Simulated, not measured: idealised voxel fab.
process module | voxel self aligned vias
cross-section cut | 270 nm wide | cells 5 nm
A cross-section is a grid of square cells, given in bands from the top down. A band is one or more rows of cells.
Each band's line starts with the height of the band's top and of its bottom, in nm. Then come its materials from left to right, each with its width in nm. One material with "throughout" fills the band from edge to edge. "air" is empty space.
Height 0 is the level under which the wafer as received is all one material. The lowest band goes on downwards, as in "0 down".
A width such as "30 to 40" changes by the same amount from each row of cells to the next, from the band's top row to its bottom row.
"no change" after a step means that no cell of the cross-section changed.
closed voids: empty space of 8 cells or more with no open way to the top, each as width x height at its distance from the left edge, in nm
after a step's settings: what the simulator itself notes on the step
overlay nm, on a step with a mask: how far to the right of its planned place the mask lay; to the left if negative
plan
1 op RECEIVE | material Si
2 op CONFORMAL_DEP | material SiO2 | thk nm 15
3 op CONFORMAL_DEP | material SiCN | thk nm 5
4 op DIRECTIONAL_DEP | material lowk | thk nm 25
5 op MASKED_ETCH | tone open | mask id LINES | width nm 30 | pitch nm 70 | etch materials lowk | depth nm 25 | overlay nm 0
6 op CONFORMAL_DEP | material TiN | thk nm 5
7 op FILL_DEP | material W | thk nm 10
8 op CMP | height nm 45
9 op SELECTIVE_ETCH | etch materials W Ru TiN | depth nm 5
10 op FILL_DEP | material SiN | thk nm 10
11 op CMP | height nm 45
12 op DIRECTIONAL_DEP | material lowk | thk nm 15
13 op DIRECTIONAL_DEP | material aC | thk nm 15
14 op PATTERN | tone open | mask id VIAS | material resist | width nm 50 | pitch nm 70 | thk nm 30 | overlay nm 0
15 op DIRECTIONAL_ETCH | etch materials aC | depth nm 15
16 op STRIP | etch materials resist
17 op DIRECTIONAL_ETCH | etch materials lowk | depth nm 15
18 op DIRECTIONAL_ETCH | etch materials SiN | depth nm 5
19 op STRIP | etch materials aC
20 op CONFORMAL_DEP | material TiN | thk nm 5
21 op FILL_DEP | material W | thk nm 5
22 op CMP | height nm 60
23 op CONFORMAL_DEP | material SiN | thk nm 5
as received, after step 1
  0 down: Si throughout
  closed voids: none
a wafer at the end: this start, this plan, one mistake
  65 to 60: SiN throughout
  60 to 50: lowk 35 | TiN 5 | W 40 | TiN 5 | lowk 20 | TiN 5 | W 40 | TiN 5 | lowk 20 | TiN 5 | W 40 | TiN 5 | lowk 45
  50 to 45: lowk 35 | TiN 20 | W 20 | TiN 10 | lowk 20 | TiN 20 | W 20 | TiN 10 | lowk 20 | TiN 20 | W 20 | TiN 10 | lowk 45
  45 to 40: lowk 50 | TiN 30 | lowk 40 | TiN 30 | lowk 40 | TiN 30 | lowk 50
  40 to 25: lowk 50 | TiN 5 | W 20 | TiN 5 | lowk 40 | TiN 5 | W 20 | TiN 5 | lowk 40 | TiN 5 | W 20 | TiN 5 | lowk 50
  25 to 20: lowk 50 | TiN 30 | lowk 40 | TiN 30 | lowk 40 | TiN 30 | lowk 50
  20 to 15: SiCN throughout
  15 to 0: SiO2 throughout
  0 down: Si throughout
  closed voids: none
what went wrong: step 14 ran as: op PATTERN | tone open | mask id VIAS | material resist | width nm 50 | pitch nm 70 | thk nm 30 | overlay nm -5
